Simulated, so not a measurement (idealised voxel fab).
process module | voxel capacitor over wiring
cross-section cut | 205 nm wide | cells 5 nm
A cross-section is a grid of square cells, given in bands from the top down. A band is one or more rows of cells.
Each band's line starts with the height of the band's top and of its bottom, in nm. Then come its materials from left to right, each with its width in nm. One material with "throughout" fills the band from edge to edge. "air" is empty space.
Height 0 is the level under which the wafer as received is all one material. The lowest band goes on downwards, as in "0 down".
A width such as "30 to 40" changes by the same amount from each row of cells to the next, from the band's top row to its bottom row.
"no change" after a step means that no cell of the cross-section changed.
closed voids: empty space of 8 cells or more with no open way to the top, each as width x height at its distance from the left edge, in nm
after a step's settings: what the simulator itself notes on the step
overlay nm, on a step with a mask: how far to the right of its planned place the mask lay; to the left if negative
plan
1 op RECEIVE | material Si
2 op CONFORMAL_DEP | material SiO2 | thk nm 10
3 op CONFORMAL_DEP | material SiCN | thk nm 5
4 op DIRECTIONAL_DEP | material SiO2 | thk nm 25
5 op MASKED_ETCH | tone open | mask id METAL_1 | width nm 20 | pitch nm 75 | etch materials SiO2 | depth nm 25 | overlay nm 0
6 op MASKED_ETCH | tone open | mask id METAL_1 | width nm 20 | pitch nm 75 | etch materials SiCN | depth nm 5 | overlay nm 0
7 op CONFORMAL_DEP | material TiN | thk nm 5
8 op FILL_DEP | material Cu | thk nm 5
9 op CMP | height nm 40
10 op CONFORMAL_DEP | material SiCN | thk nm 5
11 op DIRECTIONAL_DEP | material lowk | thk nm 20
12 op PATTERN | tone open | mask id PLUG_1 | material resist | width nm 15 | thk nm 20 | overlay nm 0
13 op DIRECTIONAL_ETCH | etch materials lowk | depth nm 20
14 op DIRECTIONAL_ETCH | etch materials SiCN | depth nm 5
15 op STRIP | etch materials resist
16 op EPI | material Ru | thk nm 10
17 op EPI | material Ru | thk nm 10
18 op EPI | material Ru | thk nm 5
19 op DIRECTIONAL_DEP | material TiN | thk nm 10
20 op DIRECTIONAL_DEP | material SiN | thk nm 5
21 op DIRECTIONAL_DEP | material TiN | thk nm 10
22 op PATTERN | tone cover | mask id UPPER_PLATE | material resist | width nm 60 | thk nm 15 | overlay nm 0
23 op DIRECTIONAL_ETCH | etch materials TiN | depth nm 10
24 op DIRECTIONAL_ETCH | etch materials SiN | depth nm 5
25 op STRIP | etch materials resist
26 op DIRECTIONAL_DEP | material aC | thk nm 15
27 op PATTERN | tone cover | mask id LOWER_PLATE | material resist | width nm 70 | thk nm 30 | overlay nm 0
28 op DIRECTIONAL_ETCH | etch materials aC | depth nm 15
29 op STRIP | etch materials resist
30 op DIRECTIONAL_ETCH | etch materials TiN | depth nm 10
31 op STRIP | etch materials aC
32 op FILL_DEP | material SiO2 | thk nm 15
33 op CMP | height nm 100
34 op PATTERN | tone open | mask id PLUG_2 | material resist | width nm 15 | thk nm 15 | overlay nm 0
35 op DIRECTIONAL_ETCH | etch materials SiO2 | depth nm 10
36 op STRIP | etch materials resist
37 op CONFORMAL_DEP | material TiN | thk nm 5
38 op FILL_DEP | material Ru | thk nm 5
39 op CMP | height nm 100
40 op CONFORMAL_DEP | material SiCN | thk nm 5
as received, after step 1
  0 down: Si throughout
  closed voids: none
a wafer at the end: this start, this plan, one mistake
  105 to 100: TiN throughout
  100 to 95: SiO2 70 | TiN 5 | Ru 5 | TiN 5 | SiO2 120
  95 to 90: SiO2 70 | TiN 15 | SiO2 120
  90 to 80: SiO2 60 | TiN 60 | SiO2 85
  80 to 75: SiO2 60 | SiN 60 | SiO2 85
  75 to 65: SiO2 55 | TiN 70 | SiO2 80
  65 to 45: lowk 60 | Ru 15 | lowk 130
  45 to 40: SiCN 60 | Ru 15 | SiCN 130
  40 to 15: SiO2 55 | TiN 5 | Cu 10 | TiN 5 | SiO2 55 | TiN 5 | Cu 10 | TiN 5 | SiO2 55
  15 to 10: SiCN 55 | TiN 20 | SiCN 55 | TiN 20 | SiCN 55
  10 to 0: SiO2 throughout
  0 down: Si throughout
  closed voids: none
what went wrong: step 40 ran as: op CONFORMAL_DEP | material TiN | thk nm 5
